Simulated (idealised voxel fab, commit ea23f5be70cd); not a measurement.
Name of the process module below: voxel transistor to metal
290 nm wide, 5 nm square cells: that's cross-section cut.
In what follows, cross-sections appear as grids of square cells, described through bands that run from the top down, where every band is one or more rows of cells. Per band: top height and bottom height in nm, followed by the left-to-right materials and their widths in nm; "edge to edge" marks a single material spanning edge to edge, "blank" marks empty space. Ref level 0: as-received wafer is one material below here. Bottom band extends down with no lower bound ("top 0, no bottom"). With a width like "30 to 40", each row of cells in the band differs from the next by the same amount, the top row carrying the first number and the bottom row the second. It should be understood that the words "everything unchanged", when stated for a given step, signify that the cross-section underwent no change in any of its cells during that step. "Trapped voids" enumerates empty spaces isolated from the top, with no open way to it, that contain at least 8 cells, giving each as width x height at distance from the left edge, all three in nm. Text after the settings on a step's line: the simulator's own remark on that step. For masked steps, "overlay nm" on the step line gives how far right of plan the mask actually lay; a minus sign means it lay to the left.

List of planned process steps:
1: RECEIVE (material Si)
2: OXIDIZE (depth nm 5)
3: CONFORMAL_DEP (material SiN; thk nm 10)
4: DIRECTIONAL_DEP (material aC; thk nm 10)
5: PATTERN (tone cover; mask id ACTIVE; material resist; width nm 100; pitch nm 125; thk nm 30; overlay nm 0)
6: DIRECTIONAL_ETCH (etch materials aC; depth nm 10)
7: STRIP (etch materials resist)
8: DIRECTIONAL_ETCH (etch materials SiN; depth nm 10)
9: DIRECTIONAL_ETCH (etch materials SiO2; depth nm 5)
10: DIRECTIONAL_ETCH (etch materials Si; depth nm 20)
11: STRIP (etch materials aC)
12: OXIDIZE (depth nm 5)
13: FILL_DEP (material SiO2; thk nm 5)
14: CMP (height nm 10)
15: SELECTIVE_ETCH (etch materials SiO2; depth nm 5)
16: STRIP (etch materials SiN)
17: SELECTIVE_ETCH (etch materials SiO2; depth nm 5)
18: OXIDIZE (depth nm 5)
19: DIRECTIONAL_DEP (material polySi; thk nm 30)
20: DIRECTIONAL_DEP (material SiCN; thk nm 10)
21: MASKED_ETCH (tone cover; mask id GATE; width nm 30; pitch nm 125; etch materials SiCN; depth nm 20; overlay nm 0)
22: MASKED_ETCH (tone cover; mask id GATE; width nm 30; pitch nm 125; etch materials polySi; depth nm 40; overlay nm 0)
23: CONFORMAL_DEP (material SiN; thk nm 5)
24: DIRECTIONAL_ETCH (etch materials SiN; depth nm 5)
25: DIRECTIONAL_ETCH (etch materials SiO2; depth nm 5)
26: DIRECTIONAL_ETCH (etch materials Si; depth nm 10)
27: EPI (material SiGe; thk nm 10)
28: FILL_DEP (material SiO2; thk nm 5)
29: CMP (height nm 25)
30: STRIP (etch materials polySi)
31: SELECTIVE_ETCH (etch materials SiO2; depth nm 5)
32: CONFORMAL_DEP (material HfO2; thk nm 5)
33: CONFORMAL_DEP (material TiN; thk nm 5)
34: FILL_DEP (material W; thk nm 5)
35: CMP (height nm 20)
36: DIRECTIONAL_DEP (material SiO2; thk nm 10)
37: DIRECTIONAL_DEP (material aC; thk nm 15)
38: PATTERN (tone open; mask id CONTACT; material resist; width nm 15; thk nm 30; overlay nm 0)
39: DIRECTIONAL_ETCH (etch materials aC; depth nm 15)
40: STRIP (etch materials resist)
41: DIRECTIONAL_ETCH (etch materials SiO2; depth nm 40)
42: STRIP (etch materials aC)
43: CONFORMAL_DEP (material TiN; thk nm 5)
44: FILL_DEP (material Ru; thk nm 5)
45: CMP (height nm 30)
46: CONFORMAL_DEP (material SiN; thk nm 5)
47: DIRECTIONAL_DEP (material lowk; thk nm 25)
48: PATTERN (tone open; mask id METAL_1; material resist; width nm 15; thk nm 20; overlay nm 0)
49: DIRECTIONAL_ETCH (etch materials lowk; depth nm 25)
50: DIRECTIONAL_ETCH (etch materials SiN; depth nm 5)
51: STRIP (etch materials resist)
52: CONFORMAL_DEP (material TiN; thk nm 5)
53: FILL_DEP (material Cu; thk nm 5)
54: CMP (height nm 60)
55: CONFORMAL_DEP (material SiN; thk nm 5)

So this is the incoming wafer in cross-section - it's already been through step 1:
	top 0, no bottom | Si edge to edge
	Trapped voids: none

As-planned run: cross-section of the first of two wafers at end of module:
	top 65, bottom 60 | SiN edge to edge
	top 60, bottom 35 | 35 lowk / 5 TiN / 5 Cu / 5 TiN / 60 lowk / 5 TiN / 5 Cu / 5 TiN / 35 lowk / 5 TiN / 5 Cu / 5 TiN / 60 lowk / 5 TiN / 5 Cu / 5 TiN / 40 lowk
	top 35, bottom 30 | 35 SiN / 15 TiN / 60 SiN / 15 TiN / 35 SiN / 15 TiN / 60 SiN / 15 TiN / 40 SiN
	top 30, bottom 20 | 35 SiO2 / 5 TiN / 5 Ru / 5 TiN / 60 SiO2 / 5 TiN / 5 Ru / 5 TiN / 35 SiO2 / 5 TiN / 5 Ru / 5 TiN / 60 SiO2 / 5 TiN / 5 Ru / 5 TiN / 40 SiO2
	top 20, bottom 0 | 35 SiO2 / 5 TiN / 5 Ru / 5 TiN / 10 SiO2 / 5 SiN / 5 HfO2 / 5 TiN / 10 W / 5 TiN / 5 HfO2 / 5 SiN / 10 SiO2 / 5 TiN / 5 Ru / 5 TiN / 35 SiO2 / 5 TiN / 5 Ru / 5 TiN / 10 SiO2 / 5 SiN / 5 HfO2 / 5 TiN / 10 W / 5 TiN / 5 HfO2 / 5 SiN / 10 SiO2 / 5 TiN / 5 Ru / 5 TiN / 40 SiO2
	top 0, bottom -5 | 25 SiO2 / 5 SiN / 5 SiO2 / 5 TiN / 5 Ru / 5 TiN / 10 SiGe / 5 SiN / 5 HfO2 / 20 TiN / 5 HfO2 / 5 SiN / 10 SiGe / 5 TiN / 5 Ru / 5 TiN / 5 SiO2 / 5 SiN / 15 SiO2 / 5 SiN / 5 SiO2 / 5 TiN / 5 Ru / 5 TiN / 10 SiGe / 5 SiN / 5 HfO2 / 20 TiN / 5 HfO2 / 5 SiN / 10 SiGe / 5 TiN / 5 Ru / 5 TiN / 5 SiO2 / 5 SiN / 30 SiO2
	top -5, bottom -10 | 35 SiO2 / 15 TiN / 10 SiGe / 40 HfO2 / 10 SiGe / 15 TiN / 35 SiO2 / 15 TiN / 10 SiGe / 40 HfO2 / 10 SiGe / 15 TiN / 40 SiO2
	top -10, bottom -20 | 35 SiO2 / 25 SiGe / 40 Si / 25 SiGe / 35 SiO2 / 25 SiGe / 40 Si / 25 SiGe / 40 SiO2
	top -20, bottom -30 | 35 SiO2 / 90 Si / 35 SiO2 / 90 Si / 40 SiO2
	top -30, no bottom | Si edge to edge
	Trapped voids: none

This is the second of the two wafers, cross-sectioned at the end of the module; it started exactly like the first and was given the same plan, but it was run with one mistake:
	top 65, bottom 60 | SiN edge to edge
	top 60, bottom 35 | 35 lowk / 5 TiN / 5 Cu / 5 TiN / 60 lowk / 5 TiN / 5 Cu / 5 TiN / 35 lowk / 5 TiN / 5 Cu / 5 TiN / 60 lowk / 5 TiN / 5 Cu / 5 TiN / 40 lowk
	top 35, bottom 30 | 35 SiN / 15 TiN / 60 SiN / 15 TiN / 35 SiN / 15 TiN / 60 SiN / 15 TiN / 40 SiN
	top 30, bottom 20 | 35 SiO2 / 5 TiN / 5 Ru / 5 TiN / 60 SiO2 / 5 TiN / 5 Ru / 5 TiN / 35 SiO2 / 5 TiN / 5 Ru / 5 TiN / 60 SiO2 / 5 TiN / 5 Ru / 5 TiN / 40 SiO2
	top 20, bottom 0 | 35 SiO2 / 5 TiN / 5 Ru / 5 TiN / 10 SiO2 / 5 SiN / 5 HfO2 / 5 TiN / 10 W / 5 TiN / 5 HfO2 / 5 SiN / 10 SiO2 / 5 TiN / 5 Ru / 5 TiN / 35 SiO2 / 5 TiN / 5 Ru / 5 TiN / 10 SiO2 / 5 SiN / 5 HfO2 / 5 TiN / 10 W / 5 TiN / 5 HfO2 / 5 SiN / 10 SiO2 / 5 TiN / 5 Ru / 5 TiN / 40 SiO2
	top 0, bottom -5 | 30 SiO2 / 5 SiN / 5 TiN / 5 Ru / 5 TiN / 10 SiGe / 5 SiN / 5 HfO2 / 20 TiN / 5 HfO2 / 5 SiN / 10 SiGe / 5 TiN / 5 Ru / 5 TiN / 10 SiO2 / 5 SiN / 15 SiO2 / 5 SiN / 5 TiN / 5 Ru / 5 TiN / 10 SiGe / 5 SiN / 5 HfO2 / 20 TiN / 5 HfO2 / 5 SiN / 10 SiGe / 5 TiN / 5 Ru / 5 TiN / 10 SiO2 / 5 SiN / 25 SiO2
	top -5, bottom -10 | 35 SiO2 / 15 TiN / 10 SiGe / 40 HfO2 / 10 SiGe / 15 TiN / 35 SiO2 / 15 TiN / 10 SiGe / 40 HfO2 / 10 SiGe / 15 TiN / 40 SiO2
	top -10, bottom -20 | 40 SiO2 / 20 SiGe / 40 Si / 30 SiGe / 35 SiO2 / 20 SiGe / 40 Si / 30 SiGe / 35 SiO2
	top -20, bottom -30 | 40 SiO2 / 90 Si / 35 SiO2 / 90 Si / 35 SiO2
	top -30, no bottom | Si edge to edge
	Trapped voids: none
It is concluded that the wafer was processed incorrectly with respect to the plan, in that step 5 did not use the planned setting and instead ran as PATTERN (tone cover; mask id ACTIVE; material resist; width nm 100; pitch nm 125; thk nm 30; overlay nm 5)
When the process is done, the second wafer contains the same cell count of every material as the first wafer, but distributed over other locations.
